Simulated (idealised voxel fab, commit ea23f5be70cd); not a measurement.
process module | voxel self aligned contacts
cross-section cut | 230 nm wide | cells 5 nm
A cross-section is a grid of square cells, given in bands from the top down. A band is one or more rows of cells.
Each band's line starts with the height of the band's top and of its bottom, in nm. Then come its materials from left to right, each with its width in nm. One material with "throughout" fills the band from edge to edge. "air" is empty space.
Height 0 is the level under which the wafer as received is all one material. The lowest band goes on downwards, as in "0 down".
A width such as "30 to 40" changes by the same amount from each row of cells to the next, from the band's top row to its bottom row.
"no change" after a step means that no cell of the cross-section changed.
closed voids: empty space of 8 cells or more with no open way to the top, each as width x height at its distance from the left edge, in nm
after a step's settings: what the simulator itself notes on the step
overlay nm, on a step with a mask: how far to the right of its planned place the mask lay; to the left if negative
plan
1 op RECEIVE | material Si
2 op OXIDIZE | depth nm 5
3 op DIRECTIONAL_DEP | material polySi | thk nm 25
4 op DIRECTIONAL_DEP | material SiN | thk nm 15
5 op MASKED_ETCH | tone cover | mask id GATE | width nm 30 | pitch nm 65 | etch materials SiN | depth nm 15 | overlay nm 0
6 op MASKED_ETCH | tone cover | mask id GATE | width nm 30 | pitch nm 65 | etch materials polySi | depth nm 25 | overlay nm 0
7 op CONFORMAL_DEP | material SiN | thk nm 5
8 op DIRECTIONAL_ETCH | etch materials SiN | depth nm 5
9 op FILL_DEP | material SiO2 | thk nm 20
10 op CMP | height nm 50
11 op MASKED_ETCH | tone open | mask id CONTACT | width nm 45 | pitch nm 65 | etch materials SiO2 | depth nm 55 | overlay nm 0
12 op CONFORMAL_DEP | material TiN | thk nm 5
13 op FILL_DEP | material Ru | thk nm 5
14 op CMP | height nm 50
15 op CONFORMAL_DEP | material SiCN | thk nm 5
first wafer, as planned
as received, after step 1
  0 down: Si throughout
  closed voids: none
after step 2
  0 to -5: SiO2 throughout
  below -5: unchanged
after step 3
  25 to 0: polySi throughout
  below 0: unchanged
after step 4
  40 to 25: SiN throughout
  below 25: unchanged
after step 5
  40 to 25: air 35 | SiN 30 | air 35 | SiN 30 | air 35 | SiN 30 | air 35
  below 25: unchanged
after step 6
  40 to 25: air 35 | SiN 30 | air 35 | SiN 30 | air 35 | SiN 30 | air 35
  25 to 0: air 35 | polySi 30 | air 35 | polySi 30 | air 35 | polySi 30 | air 35
  below 0: unchanged
after step 7
  45 to 25: air 30 | SiN 40 | air 25 | SiN 40 | air 25 | SiN 40 | air 30
  25 to 5: air 30 | SiN 5 | polySi 30 | SiN 5 | air 25 | SiN 5 | polySi 30 | SiN 5 | air 25 | SiN 5 | polySi 30 | SiN 5 | air 30
  5 to 0: SiN 35 | polySi 30 | SiN 35 | polySi 30 | SiN 35 | polySi 30 | SiN 35
  below 0: unchanged
after step 8
  40 to 25: air 30 | SiN 40 | air 25 | SiN 40 | air 25 | SiN 40 | air 30
  25 to 0: air 30 | SiN 5 | polySi 30 | SiN 5 | air 25 | SiN 5 | polySi 30 | SiN 5 | air 25 | SiN 5 | polySi 30 | SiN 5 | air 30
  below 0: unchanged
after step 9
  60 to 40: SiO2 throughout
  40 to 25: SiO2 30 | SiN 40 | SiO2 25 | SiN 40 | SiO2 25 | SiN 40 | SiO2 30
  25 to 0: SiO2 30 | SiN 5 | polySi 30 | SiN 5 | SiO2 25 | SiN 5 | polySi 30 | SiN 5 | SiO2 25 | SiN 5 | polySi 30 | SiN 5 | SiO2 30
  below 0: unchanged
after step 10
  50 to 40: SiO2 throughout
  below 40: unchanged
after step 11
  50 to 40: SiO2 60 | air 45 | SiO2 20 | air 45 | SiO2 60
  40 to 25: SiO2 30 | SiN 40 | air 25 | SiN 40 | air 25 | SiN 40 | SiO2 30
  25 to 0: SiO2 30 | SiN 5 | polySi 30 | SiN 5 | air 25 | SiN 5 | polySi 30 | SiN 5 | air 25 | SiN 5 | polySi 30 | SiN 5 | SiO2 30
  0 to -5: SiO2 70 | air 25 | SiO2 40 | air 25 | SiO2 70
  below -5: unchanged
after step 12
  55 to 50: TiN 65 | air 35 | TiN 30 | air 35 | TiN 65
  50 to 40: SiO2 60 | TiN 5 to 15 | air 35 to 15 | TiN 5 to 15 | SiO2 20 | TiN 5 to 15 | air 35 to 15 | TiN 5 to 15 | SiO2 60
  40 to 25: SiO2 30 | SiN 40 | TiN 5 | air 15 | TiN 5 | SiN 40 | TiN 5 | air 15 | TiN 5 | SiN 40 | SiO2 30
  25 to 0: SiO2 30 | SiN 5 | polySi 30 | SiN 5 | TiN 5 | air 15 | TiN 5 | SiN 5 | polySi 30 | SiN 5 | TiN 5 | air 15 | TiN 5 | SiN 5 | polySi 30 | SiN 5 | SiO2 30
  0 to -5: SiO2 70 | TiN 25 | SiO2 40 | TiN 25 | SiO2 70
  below -5: unchanged
after step 13
  60 to 55: Ru throughout
  55 to 50: TiN 65 | Ru 35 | TiN 30 | Ru 35 | TiN 65
  50 to 40: SiO2 60 | TiN 5 to 15 | Ru 35 to 15 | TiN 5 to 15 | SiO2 20 | TiN 5 to 15 | Ru 35 to 15 | TiN 5 to 15 | SiO2 60
  40 to 25: SiO2 30 | SiN 40 | TiN 5 | Ru 15 | TiN 5 | SiN 40 | TiN 5 | Ru 15 | TiN 5 | SiN 40 | SiO2 30
  25 to 0: SiO2 30 | SiN 5 | polySi 30 | SiN 5 | TiN 5 | Ru 15 | TiN 5 | SiN 5 | polySi 30 | SiN 5 | TiN 5 | Ru 15 | TiN 5 | SiN 5 | polySi 30 | SiN 5 | SiO2 30
  below 0: unchanged
after step 14
  50 to 40: SiO2 60 | TiN 5 to 15 | Ru 35 to 15 | TiN 5 to 15 | SiO2 20 | TiN 5 to 15 | Ru 35 to 15 | TiN 5 to 15 | SiO2 60
  below 40: unchanged
after step 15
  55 to 50: SiCN throughout
  below 50: unchanged
second wafer: like start, like plan, one mistake. Through step 10 it matches the first wafer
when step 11 should have ended
  50 to 40: air 60 | SiO2 45 | air 20 | SiO2 45 | air 60
  40 to 25: air 30 | SiN 40 | SiO2 25 | SiN 40 | SiO2 25 | SiN 40 | air 30
  25 to 0: air 30 | SiN 5 | polySi 30 | SiN 5 | SiO2 25 | SiN 5 | polySi 30 | SiN 5 | SiO2 25 | SiN 5 | polySi 30 | SiN 5 | air 30
  0 to -5: air 30 | SiO2 170 | air 30
  below -5: unchanged
when step 12 should have ended
  55 to 50: air 55 | TiN 55 | air 10 | TiN 55 | air 55
  50 to 45: air 55 | TiN 5 | SiO2 45 | TiN 5 | air 10 | TiN 5 | SiO2 45 | TiN 5 | air 55
  45 to 40: air 25 | TiN 35 | SiO2 45 | TiN 20 | SiO2 45 | TiN 35 | air 25
  40 to 25: air 25 | TiN 5 | SiN 40 | SiO2 25 | SiN 40 | SiO2 25 | SiN 40 | TiN 5 | air 25
  25 to 0: air 25 | TiN 5 | SiN 5 | polySi 30 | SiN 5 | SiO2 25 | SiN 5 | polySi 30 | SiN 5 | SiO2 25 | SiN 5 | polySi 30 | SiN 5 | TiN 5 | air 25
  0 to -5: TiN 30 | SiO2 170 | TiN 30
  below -5: unchanged
when step 13 should have ended
  60 to 55: Ru throughout
  55 to 50: Ru 55 | TiN 55 | Ru 10 | TiN 55 | Ru 55
  50 to 45: Ru 55 | TiN 5 | SiO2 45 | TiN 5 | Ru 10 | TiN 5 | SiO2 45 | TiN 5 | Ru 55
  45 to 40: Ru 25 | TiN 35 | SiO2 45 | TiN 20 | SiO2 45 | TiN 35 | Ru 25
  40 to 25: Ru 25 | TiN 5 | SiN 40 | SiO2 25 | SiN 40 | SiO2 25 | SiN 40 | TiN 5 | Ru 25
  25 to 0: Ru 25 | TiN 5 | SiN 5 | polySi 30 | SiN 5 | SiO2 25 | SiN 5 | polySi 30 | SiN 5 | SiO2 25 | SiN 5 | polySi 30 | SiN 5 | TiN 5 | Ru 25
  below 0: unchanged
when step 14 should have ended
  50 to 45: Ru 55 | TiN 5 | SiO2 45 | TiN 5 | Ru 10 | TiN 5 | SiO2 45 | TiN 5 | Ru 55
  below 45: unchanged
when step 15 should have ended
  55 to 50: SiCN throughout
  below 50: unchanged
what went wrong: step 11 ran as: op MASKED_ETCH | tone cover | mask id CONTACT | width nm 45 | pitch nm 65 | etch materials SiO2 | depth nm 55 | overlay nm 0
at the end the second wafer has, in cells: 46 more of Ru | 38 fewer of SiO2 | 8 fewer of TiN
